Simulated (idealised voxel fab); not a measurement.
voxel trench capacitor: a process module
Square cells of 5 nm make up the cross-section cut, whose width is 225 nm.
We lay out every cross-section as a grid of square cells and spell it out in bands from the top down, where one band means one or more rows of cells.
First you get the band's top height and its bottom height, in nm, and then the materials it's made of, left to right, with each width in nm. If you see a single material with "throughout", that one covers the band edge to edge. "air" is empty space.
Measure heights from 0. That's the level where, below it, the as-received wafer is all one material. The lowest band is bottomless and extends downward; write it as in "0 -> down".
So if you see something like "30..40" for the width, read it as the top row of the band sitting at the first number and the bottom row at the second, with every row in between moving by the same amount as the last.
"nothing was modified" after a step means that no cell of the cross-section changed.
Basically, "Trapped cavities" tells you about the enclosed voids: empty spaces with no open way to the top, 8 cells or bigger, each written width x height at distance, where distance is from the left edge, all in nm.
Post-settings text on a step line: simulator's own remark regarding the step.
overlay nm: step with mask; distance mask lay right of planned place; negative value = left of planned place.
**Steps in the process plan**
step 1: RECEIVE with material Si
step 2: CONFORMAL_DEP with material SiN, thk nm 5
step 3: DIRECTIONAL_DEP with material aC, thk nm 10
step 4: PATTERN with tone open, mask id TRENCH, material resist, width nm 15, pitch nm 45, thk nm 25, overlay nm 0
step 5: DIRECTIONAL_ETCH with etch materials aC, depth nm 10
step 6: STRIP with etch materials resist
step 7: DIRECTIONAL_ETCH with etch materials SiN, depth nm 5
step 8: DIRECTIONAL_ETCH with etch materials Si, depth nm 30
step 9: STRIP with etch materials aC
step 10: CONFORMAL_DEP with material Al2O3, thk nm 5
step 11: FILL_DEP with material polySi, thk nm 10
step 12: CMP with height nm 5
Split variable: width nm, step 4. Plan value = first wafer. Wafers start alike.
**Here's the first of the wafers in cross-section, just as we got it, i.e. after step 1**
  0 -> down  Si throughout
  Trapped cavities: none
**First of several wafers in cross-section at module end, following the final step, step 12**
  5 -> 0  SiN 80 | Al2O3 5 | polySi 5 | Al2O3 5 | SiN 30 | Al2O3 5 | polySi 5 | Al2O3 5 | SiN 85
  0 -> -25  Si 80 | Al2O3 5 | polySi 5 | Al2O3 5 | Si 30 | Al2O3 5 | polySi 5 | Al2O3 5 | Si 85
  -25 -> -30  Si 80 | Al2O3 15 | Si 30 | Al2O3 15 | Si 85
  -30 -> down  Si throughout
  Trapped cavities: none
**last wafer at the end**
  5 -> 0  SiN 75 | Al2O3 5 | polySi 20 | Al2O3 5 | SiN 15 | Al2O3 5 | polySi 20 | Al2O3 5 | SiN 75
  0 -> -25  Si 75 | Al2O3 5 | polySi 20 | Al2O3 5 | Si 15 | Al2O3 5 | polySi 20 | Al2O3 5 | Si 75
  -25 -> -30  Si 75 | Al2O3 30 | Si 15 | Al2O3 30 | Si 75
  -30 -> down  Si throughout
  Trapped cavities: none
**The following table contains a row per wafer, in which are reported, at the conclusion of the module, the cells of each material gained (+) or lost (-) since the wafer's receipt, with its closed voids given thereafter**
width nm 15 | +30 Al2O3 | -36 Si | +39 SiN | +12 polySi | Trapped cavities: none
width nm 20 | +32 Al2O3 | -48 Si | +37 SiN | +24 polySi | Trapped cavities: none
width nm 25 | +34 Al2O3 | -60 Si | +35 SiN | +36 polySi | Trapped cavities: none
width nm 30 | +36 Al2O3 | -72 Si | +33 SiN | +48 polySi | Trapped cavities: none
